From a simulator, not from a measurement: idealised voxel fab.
Process module, titled voxel capacitor over wiring
The cross-section on display is named cut; it measures 300 nm wide, and its cells are 5 nm squares.
Notation: cross-section as square-cell grid; stated in bands, top first, going down; one or more cell rows per band. Within each band entry, the heights of the top and of the bottom of the band appear first, in that order and in nm; the materials of the band then follow from left to right, each with its corresponding width in nm. The designation "all across" on a single material indicates that it fills the band from edge to edge; the designation "empty" indicates empty space. Heights from 0 (as-received wafer is one material below). Bottom band endless downward, as "z 0 and below". Think of "30->40" as a width that walks from the first number to the second as you go down the band, top row to bottom row, taking equal-sized steps from row to row. "nothing altered" (step): cross-section cells unchanged, all of them. So "Enclosed void list" is basically the list of trapped voids: any empty space of 8 cells or more that can't reach the top through an opening. They're written width x height at distance, the distance being from the left edge, and it's all nm. Formally, on a step line, whatever follows the settings is a remark that the simulator itself makes on the step. overlay nm: how far to the right of its planned place the mask lay on this masked step (negative: to the left).

## Listed below are the process steps as planned
1. RECEIVE with material Si
2. CONFORMAL_DEP with material SiO2, thk nm 15
3. CONFORMAL_DEP with material SiN, thk nm 5
4. DIRECTIONAL_DEP with material SiO2, thk nm 15
5. PATTERN with tone open, mask id METAL_1, material resist, width nm 25, pitch nm 85, thk nm 20, overlay nm 0
6. DIRECTIONAL_ETCH with etch materials SiO2, depth nm 15
7. DIRECTIONAL_ETCH with etch materials SiN, depth nm 5
8. STRIP with etch materials resist
9. CONFORMAL_DEP with material TiN, thk nm 5
10. FILL_DEP with material Cu, thk nm 5
11. CMP with height nm 35
12. EPI with material Ru, thk nm 5
13. FILL_DEP with material SiCN, thk nm 5
14. DIRECTIONAL_DEP with material SiO2, thk nm 20
15. PATTERN with tone open, mask id PLUG_1, material resist, width nm 15, thk nm 15, overlay nm 0
16. DIRECTIONAL_ETCH with etch materials SiO2, depth nm 20
17. DIRECTIONAL_ETCH with etch materials SiCN, depth nm 5
18. STRIP with etch materials resist
19. CONFORMAL_DEP with material TiN, thk nm 5
20. FILL_DEP with material W, thk nm 5
21. CMP with height nm 65
22. DIRECTIONAL_DEP with material TiN, thk nm 5
23. DIRECTIONAL_DEP with material SiN, thk nm 5
24. DIRECTIONAL_DEP with material TiN, thk nm 5
25. DIRECTIONAL_DEP with material aC, thk nm 15
26. PATTERN with tone cover, mask id UPPER_PLATE, material resist, width nm 65, thk nm 35, overlay nm 0
27. DIRECTIONAL_ETCH with etch materials aC, depth nm 15
28. STRIP with etch materials resist
29. DIRECTIONAL_ETCH with etch materials TiN, depth nm 5
30. DIRECTIONAL_ETCH with etch materials SiN, depth nm 5
31. STRIP with etch materials aC
32. MASKED_ETCH with tone cover, mask id LOWER_PLATE, width nm 75, etch materials TiN, depth nm 5, overlay nm 0
33. FILL_DEP with material SiO2, thk nm 20
34. CMP with height nm 95
35. PATTERN with tone open, mask id PLUG_2, material resist, width nm 15, thk nm 20, overlay nm 0
36. DIRECTIONAL_ETCH with etch materials SiO2, depth nm 15
37. STRIP with etch materials resist
38. CONFORMAL_DEP with material TiN, thk nm 5
39. FILL_DEP with material W, thk nm 5
40. CMP with height nm 95
41. CONFORMAL_DEP with material SiN, thk nm 5
The wafers are alike at the start. At step 35, their width nm differs. The plan lists the first wafer's value.

## Cross-section, first of several wafers, as delivered after step 1
	z 0 and below | Si all across
	Enclosed void list: none

## First of several wafers: cross-section at the end of the module, after step 41, its last step
	z 100 to 95 | SiN all across
	z 95 to 85 | 115 SiO2, 5 TiN, 5 W, 5 TiN, 170 SiO2
	z 85 to 75 | 115->105 SiO2, 15->65 TiN, 170->130 SiO2
	z 75 to 70 | 105 SiO2, 65 SiN, 130 SiO2
	z 70 to 65 | 100 SiO2, 75 TiN, 125 SiO2
	z 65 to 45 | 105 SiO2, 5 TiN, 5 W, 5 TiN, 180 SiO2
	z 45 to 40 | 105 SiCN, 15 TiN, 180 SiCN
	z 40 to 35 | 90 SiCN, 35 Ru, 50 SiCN, 35 Ru, 90 SiCN
	z 35 to 20 | 95 SiO2, 5 TiN, 15 Cu, 5 TiN, 60 SiO2, 5 TiN, 15 Cu, 5 TiN, 95 SiO2
	z 20 to 15 | 95 SiN, 25 TiN, 60 SiN, 25 TiN, 95 SiN
	z 15 to 0 | SiO2 all across
	z 0 and below | Si all across
	Enclosed void list: none

## The module's end: a cross-section of the last wafer
	z 100 to 95 | SiN all across
	z 95 to 85 | 110 SiO2, 5 TiN, 20 W, 5 TiN, 160 SiO2
	z 85 to 75 | 110->105 SiO2, 30->65 TiN, 160->130 SiO2
	z 75 to 70 | 105 SiO2, 65 SiN, 130 SiO2
	z 70 to 65 | 100 SiO2, 75 TiN, 125 SiO2
	z 65 to 45 | 105 SiO2, 5 TiN, 5 W, 5 TiN, 180 SiO2
	z 45 to 40 | 105 SiCN, 15 TiN, 180 SiCN
	z 40 to 35 | 90 SiCN, 35 Ru, 50 SiCN, 35 Ru, 90 SiCN
	z 35 to 20 | 95 SiO2, 5 TiN, 15 Cu, 5 TiN, 60 SiO2, 5 TiN, 15 Cu, 5 TiN, 95 SiO2
	z 20 to 15 | 95 SiN, 25 TiN, 60 SiN, 25 TiN, 95 SiN
	z 15 to 0 | SiO2 all across
	z 0 and below | Si all across
	Enclosed void list: none

## For your reference, the table is organized with a row per wafer; each row reflects the wafer at the end of the module, indicating for each material the cells gained (+) or lost (-) since receipt, and thereafter its closed voids
width nm 15 | +18 Cu | +14 Ru | +103 SiCN | +123 SiN | +868 SiO2 | +68 TiN | +6 W | Enclosed void list: none
width nm 20 | +18 Cu | +14 Ru | +103 SiCN | +123 SiN | +865 SiO2 | +69 TiN | +8 W | Enclosed void list: none
width nm 25 | +18 Cu | +14 Ru | +103 SiCN | +123 SiN | +862 SiO2 | +70 TiN | +10 W | Enclosed void list: none
width nm 30 | +18 Cu | +14 Ru | +103 SiCN | +123 SiN | +859 SiO2 | +71 TiN | +12 W | Enclosed void list: none
